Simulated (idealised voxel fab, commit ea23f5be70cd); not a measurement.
process module | voxel fin reveal
cross-section cut | 160 nm wide | cells 5 nm
A cross-section is a grid of square cells, given in bands from the top down. A band is one or more rows of cells.
Each band's line starts with the height of the band's top and of its bottom, in nm. Then come its materials from left to right, each with its width in nm. One material with "throughout" fills the band from edge to edge. "air" is empty space.
Height 0 is the level under which the wafer as received is all one material. The lowest band goes on downwards, as in "0 down".
A width such as "30 to 40" changes by the same amount from each row of cells to the next, from the band's top row to its bottom row.
"no change" after a step means that no cell of the cross-section changed.
closed voids: empty space of 8 cells or more with no open way to the top, each as width x height at its distance from the left edge, in nm
after a step's settings: what the simulator itself notes on the step
overlay nm, on a step with a mask: how far to the right of its planned place the mask lay; to the left if negative
plan
1 op RECEIVE | material Si
2 op CONFORMAL_DEP | material SiN | thk nm 5
3 op PATTERN | tone cover | mask id FINS | material resist | width nm 15 | pitch nm 35 | thk nm 20 | overlay nm 0
4 op DIRECTIONAL_ETCH | etch materials SiN | depth nm 5
5 op DIRECTIONAL_ETCH | etch materials Si | depth nm 40
6 op STRIP | etch materials resist
7 op FILL_DEP | material SiO2 | thk nm 15
8 op CMP | height nm 5
9 op SELECTIVE_ETCH | etch materials SiO2 | depth nm 35
10 op STRIP | etch materials SiN
first wafer, as planned
as received, after step 1
  0 down: Si throughout
  closed voids: none
after step 2
  5 to 0: SiN throughout
  below 0: unchanged
after step 3
  25 to 5: air 35 | resist 15 | air 20 | resist 15 | air 20 | resist 15 | air 40
  below 5: unchanged
after step 4
  25 to 5: air 35 | resist 15 | air 20 | resist 15 | air 20 | resist 15 | air 40
  5 to 0: air 35 | SiN 15 | air 20 | SiN 15 | air 20 | SiN 15 | air 40
  below 0: unchanged
after step 5
  25 to 5: air 35 | resist 15 | air 20 | resist 15 | air 20 | resist 15 | air 40
  5 to 0: air 35 | SiN 15 | air 20 | SiN 15 | air 20 | SiN 15 | air 40
  0 to -40: air 35 | Si 15 | air 20 | Si 15 | air 20 | Si 15 | air 40
  below -40: unchanged
after step 6
  5 to 0: air 35 | SiN 15 | air 20 | SiN 15 | air 20 | SiN 15 | air 40
  below 0: unchanged
after step 7
  20 to 5: SiO2 throughout
  5 to 0: SiO2 35 | SiN 15 | SiO2 20 | SiN 15 | SiO2 20 | SiN 15 | SiO2 40
  0 to -40: SiO2 35 | Si 15 | SiO2 20 | Si 15 | SiO2 20 | Si 15 | SiO2 40
  below -40: unchanged
after step 8
  5 to 0: SiO2 35 | SiN 15 | SiO2 20 | SiN 15 | SiO2 20 | SiN 15 | SiO2 40
  below 0: unchanged
after step 9
  5 to 0: air 35 | SiN 15 | air 20 | SiN 15 | air 20 | SiN 15 | air 40
  0 to -30: air 35 | Si 15 | air 20 | Si 15 | air 20 | Si 15 | air 40
  below -30: unchanged
after step 10
  0 to -30: air 35 | Si 15 | air 20 | Si 15 | air 20 | Si 15 | air 40
  below -30: unchanged
second wafer: like start, like plan, one mistake. Through step 8 it matches the first wafer
when step 9 should have ended
  5 to 0: SiO2 35 | air 15 | SiO2 20 | air 15 | SiO2 20 | air 15 | SiO2 40
  below 0: unchanged
when step 10 should have ended
  0 to -30: air 35 | Si 15 | air 20 | Si 15 | air 20 | Si 15 | air 40
  -30 to -35: air 35 | Si 15 | air 20 | Si 15 | air 20 | Si 15 | air 35 | SiO2 5
  below -35: unchanged
what went wrong: steps 9 and 10 were swapped
at the end the second wafer has, in cells: 22 fewer of SiO2
